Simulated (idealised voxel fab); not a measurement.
process module | voxel ribs on slabs
cross-section cut | 170 nm wide | cells 5 nm
A cross-section is a grid of square cells, given in bands from the top down. A band is one or more rows of cells.
Each band's line starts with the height of the band's top and of its bottom, in nm. Then come its materials from left to right, each with its width in nm. One material with "throughout" fills the band from edge to edge. "air" is empty space.
Height 0 is the level under which the wafer as received is all one material. The lowest band goes on downwards, as in "0 down".
A width such as "30 to 40" changes by the same amount from each row of cells to the next, from the band's top row to its bottom row.
"no change" after a step means that no cell of the cross-section changed.
closed voids: empty space of 8 cells or more with no open way to the top, each as width x height at its distance from the left edge, in nm
after a step's settings: what the simulator itself notes on the step
overlay nm, on a step with a mask: how far to the right of its planned place the mask lay; to the left if negative
plan
1 op RECEIVE | material Si
2 op DIRECTIONAL_DEP | material SiO2 | thk nm 30
3 op DIRECTIONAL_DEP | material polySi | thk nm 25
4 op MASKED_ETCH | tone cover | mask id RIB | width nm 30 | etch materials polySi | depth nm 15 | overlay nm 0
5 op DIRECTIONAL_DEP | material aC | thk nm 10
6 op PATTERN | tone cover | mask id SLAB | material resist | width nm 80 | thk nm 25 | overlay nm 0
7 op DIRECTIONAL_ETCH | etch materials aC | depth nm 10
8 op STRIP | etch materials resist
9 op DIRECTIONAL_ETCH | etch materials polySi | depth nm 10
10 op STRIP | etch materials aC
11 op FILL_DEP | material SiO2 | thk nm 15
12 op CMP | height nm 65
13 op DIRECTIONAL_DEP | material TiN | thk nm 10
14 op PATTERN | tone cover | mask id HEATER | material resist | width nm 40 | thk nm 15 | overlay nm 0
15 op DIRECTIONAL_ETCH | etch materials TiN | depth nm 10
16 op STRIP | etch materials resist
17 op CONFORMAL_DEP | material SiO2 | thk nm 10
first wafer, as planned
as received, after step 1
  0 down: Si throughout
  closed voids: none
after step 2
  30 to 0: SiO2 throughout
  below 0: unchanged
after step 3
  55 to 30: polySi throughout
  below 30: unchanged
after step 4
  55 to 40: air 70 | polySi 30 | air 70
  below 40: unchanged
after step 5
  65 to 55: air 70 | aC 30 | air 70
  55 to 50: air 70 | polySi 30 | air 70
  50 to 40: aC 70 | polySi 30 | aC 70
  below 40: unchanged
after step 6
  90 to 65: air 45 | resist 80 | air 45
  65 to 55: air 45 | resist 25 | aC 30 | resist 25 | air 45
  55 to 50: air 45 | resist 25 | polySi 30 | resist 25 | air 45
  below 50: unchanged
after step 7
  80 to 65: air 45 | resist 80 | air 45
  65 to 55: air 45 | resist 25 | aC 30 | resist 25 | air 45
  55 to 50: air 45 | resist 25 | polySi 30 | resist 25 | air 45
  50 to 40: air 45 | aC 25 | polySi 30 | aC 25 | air 45
  below 40: unchanged
after step 8
  65 to 55: air 70 | aC 30 | air 70
  55 to 50: air 70 | polySi 30 | air 70
  below 50: unchanged
after step 9
  65 to 55: air 70 | aC 30 | air 70
  55 to 50: air 70 | polySi 30 | air 70
  50 to 40: air 45 | aC 25 | polySi 30 | aC 25 | air 45
  40 to 30: air 45 | polySi 80 | air 45
  below 30: unchanged
after step 10
  55 to 40: air 70 | polySi 30 | air 70
  below 40: unchanged
after step 11
  70 to 55: SiO2 throughout
  55 to 40: SiO2 70 | polySi 30 | SiO2 70
  40 to 30: SiO2 45 | polySi 80 | SiO2 45
  below 30: unchanged
after step 12
  65 to 55: SiO2 throughout
  below 55: unchanged
after step 13
  75 to 65: TiN throughout
  below 65: unchanged
after step 14
  90 to 75: air 65 | resist 40 | air 65
  below 75: unchanged
after step 15
  90 to 75: air 65 | resist 40 | air 65
  75 to 65: air 65 | TiN 40 | air 65
  below 65: unchanged
after step 16
  75 to 65: air 65 | TiN 40 | air 65
  below 65: unchanged
after step 17
  85 to 75: air 55 | SiO2 60 | air 55
  75 to 65: SiO2 65 | TiN 40 | SiO2 65
  below 65: unchanged
second wafer: like start, like plan, one mistake. Through step 1 it matches the first wafer
when step 2 should have ended
  25 to 0: polySi throughout
  below 0: unchanged
when step 3 should have ended
  55 to 25: SiO2 throughout
  below 25: unchanged
when step 4 should have ended: no change
when step 5 should have ended
  65 to 55: aC throughout
  below 55: unchanged
when step 6 should have ended
  90 to 65: air 45 | resist 80 | air 45
  below 65: unchanged
when step 7 should have ended
  80 to 65: air 45 | resist 80 | air 45
  65 to 55: air 45 | aC 80 | air 45
  below 55: unchanged
when step 8 should have ended
  65 to 55: air 45 | aC 80 | air 45
  below 55: unchanged
when step 9 should have ended: no change
when step 10 should have ended
  55 to 25: SiO2 throughout
  below 25: unchanged
when step 11 should have ended
  70 to 25: SiO2 throughout
  below 25: unchanged
when step 12 should have ended
  65 to 25: SiO2 throughout
  below 25: unchanged
when step 13 should have ended
  75 to 65: TiN throughout
  below 65: unchanged
when step 14 should have ended
  90 to 75: air 65 | resist 40 | air 65
  below 75: unchanged
when step 15 should have ended
  90 to 75: air 65 | resist 40 | air 65
  75 to 65: air 65 | TiN 40 | air 65
  below 65: unchanged
when step 16 should have ended
  75 to 65: air 65 | TiN 40 | air 65
  below 65: unchanged
when step 17 should have ended
  85 to 75: air 55 | SiO2 60 | air 55
  75 to 65: SiO2 65 | TiN 40 | SiO2 65
  below 65: unchanged
what went wrong: steps 2 and 3 were swapped
at the end the second wafer has, in cells: 120 fewer of SiO2 | 120 more of polySi
